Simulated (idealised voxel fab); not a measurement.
Presented below is a process module, voxel transistor to metal.
cross-section cut | 190 nm wide | cells 5 nm
Heads up, the way a cross-section reads in here is a grid of square cells, handed over as bands from the top down, with every band being one or more rows of cells. Basically the band line says how high the top is and how high the bottom is, in nm, and then what's in it from left to right, every material with its width in nm. Empty space shows up as "empty", and if a single material carries "edge to edge" it runs the full band edge to edge. Counting heights begins at 0, where everything beneath is, in the wafer as received, one material. The lowest band has no bottom; it goes on downwards, as "z 0 and below" shows. Top row gets the first number, bottom row gets the second, and each row in between changes by the same step: that is how a band width like "30 to 40" works. A step reported as "no change occurred" is a step in which no cell of the cross-section changed. "Enclosed empty spaces" contains a list of empty spaces, each no smaller than 8 cells and without an open way to the top, written in the form width x height at distance with the distance from the left edge and all three in nm. What comes after the settings on a step's line is commentary from the simulator itself on that step. overlay nm: on a step with a mask, how far right of its planned place the mask lay; negative means left.

**Listed below are the process steps as planned**
1,RECEIVE,material Si
2,OXIDIZE,depth nm 5
3,CONFORMAL_DEP,material SiN,thk nm 15
4,MASKED_ETCH,tone cover,mask id ACTIVE,width nm 135,etch materials SiN,depth nm 15,overlay nm 0
5,MASKED_ETCH,tone cover,mask id ACTIVE,width nm 135,etch materials SiO2,depth nm 5,overlay nm 0
6,MASKED_ETCH,tone cover,mask id ACTIVE,width nm 135,etch materials Si,depth nm 20,overlay nm 0
7,FILL_DEP,material SiO2,thk nm 10
8,CMP,height nm 15
9,SELECTIVE_ETCH,etch materials SiO2,depth nm 5
10,STRIP,etch materials SiN
11,SELECTIVE_ETCH,etch materials SiO2,depth nm 5
12,OXIDIZE,depth nm 5
13,DIRECTIONAL_DEP,material polySi,thk nm 30
14,DIRECTIONAL_DEP,material SiCN,thk nm 10
15,DIRECTIONAL_DEP,material aC,thk nm 15
16,PATTERN,tone cover,mask id GATE,material resist,width nm 35,thk nm 30,overlay nm 0
17,DIRECTIONAL_ETCH,etch materials aC,depth nm 15
18,STRIP,etch materials resist
19,DIRECTIONAL_ETCH,etch materials SiCN,depth nm 20
20,DIRECTIONAL_ETCH,etch materials polySi,depth nm 40
21,STRIP,etch materials aC
22,CONFORMAL_DEP,material SiN,thk nm 5
23,DIRECTIONAL_ETCH,etch materials SiN,depth nm 5
24,DIRECTIONAL_ETCH,etch materials SiO2,depth nm 5
25,DIRECTIONAL_ETCH,etch materials Si,depth nm 5
26,EPI,material nSi,thk nm 5
27,FILL_DEP,material SiO2,thk nm 10
28,CMP,height nm 25
29,STRIP,etch materials polySi
30,SELECTIVE_ETCH,etch materials SiO2,depth nm 5
31,CONFORMAL_DEP,material HfO2,thk nm 5
32,CONFORMAL_DEP,material TiN,thk nm 5
33,FILL_DEP,material W,thk nm 10
34,CMP,height nm 20
35,DIRECTIONAL_DEP,material SiO2,thk nm 15
36,MASKED_ETCH,tone open,mask id CONTACT,width nm 20,pitch nm 95,etch materials SiO2,depth nm 45,overlay nm 0
37,CONFORMAL_DEP,material TiN,thk nm 5
38,FILL_DEP,material W,thk nm 5
39,CMP,height nm 35
40,DIRECTIONAL_DEP,material TiN,thk nm 5
41,DIRECTIONAL_DEP,material W,thk nm 20
42,MASKED_ETCH,tone cover,mask id METAL_1,width nm 20,pitch nm 95,etch materials W,depth nm 20,overlay nm 0
43,MASKED_ETCH,tone cover,mask id METAL_1,width nm 20,pitch nm 95,etch materials TiN,depth nm 5,overlay nm 0
44,FILL_DEP,material lowk,thk nm 10
45,CMP,height nm 60
46,CONFORMAL_DEP,material SiCN,thk nm 5

**The cross-section here shows the wafer as received, i.e. in its state after step 1**
    z 0 and below = Si edge to edge
    Enclosed empty spaces: none

**Wafer at module end, in section. Began as above, planned as above, run with one mistake**
    z 65 to 60 = SiCN edge to edge
    z 60 to 40 = lowk 35 nm, W 20 nm, lowk 75 nm, W 20 nm, lowk 40 nm
    z 40 to 35 = lowk 35 nm, TiN 20 nm, lowk 75 nm, TiN 20 nm, lowk 40 nm
    z 35 to 30 = W edge to edge
    z 30 to 25 = TiN 40 nm, W 10 nm, TiN 85 nm, W 10 nm, TiN 45 nm
    z 25 to 10 = SiO2 35 nm, TiN 5 nm, W 10 nm, TiN 5 nm, SiO2 75 nm, TiN 5 nm, W 10 nm, TiN 5 nm, SiO2 40 nm
    z 10 to 5 = SiO2 35 nm, TiN 5 nm, W 10 nm, TiN 5 nm, SiO2 15 nm, SiN 5 nm, HfO2 5 nm, TiN 5 nm, W 15 nm, TiN 5 nm, HfO2 5 nm, SiN 5 nm, SiO2 15 nm, TiN 5 nm, W 10 nm, TiN 5 nm, SiO2 40 nm
    z 5 to 0 = SiO2 20 nm, SiN 5 nm, SiO2 10 nm, TiN 5 nm, W 10 nm, TiN 5 nm, SiO2 15 nm, SiN 5 nm, HfO2 5 nm, TiN 5 nm, W 15 nm, TiN 5 nm, HfO2 5 nm, SiN 5 nm, SiO2 15 nm, TiN 5 nm, W 10 nm, TiN 5 nm, SiO2 10 nm, SiN 5 nm, SiO2 25 nm
    z 0 to -5 = SiO2 20 nm, SiN 5 nm, SiO2 10 nm, TiN 5 nm, W 10 nm, TiN 5 nm, SiO2 15 nm, SiN 5 nm, HfO2 5 nm, TiN 25 nm, HfO2 5 nm, SiN 5 nm, SiO2 15 nm, TiN 5 nm, W 10 nm, TiN 5 nm, SiO2 10 nm, SiN 5 nm, SiO2 25 nm
    z -5 to -10 = SiO2 35 nm, TiN 20 nm, SiO2 10 nm, nSi 5 nm, HfO2 45 nm, nSi 5 nm, SiO2 10 nm, TiN 20 nm, SiO2 40 nm
    z -10 to -15 = SiO2 25 nm, nSi 45 nm, Si 45 nm, nSi 45 nm, SiO2 30 nm
    z -15 to -25 = SiO2 25 nm, Si 135 nm, SiO2 30 nm
    z -25 and below = Si edge to edge
    Enclosed empty spaces: none
Misprocessing identified: off-plan run, step 34, actual operation and settings CMP,height nm 10
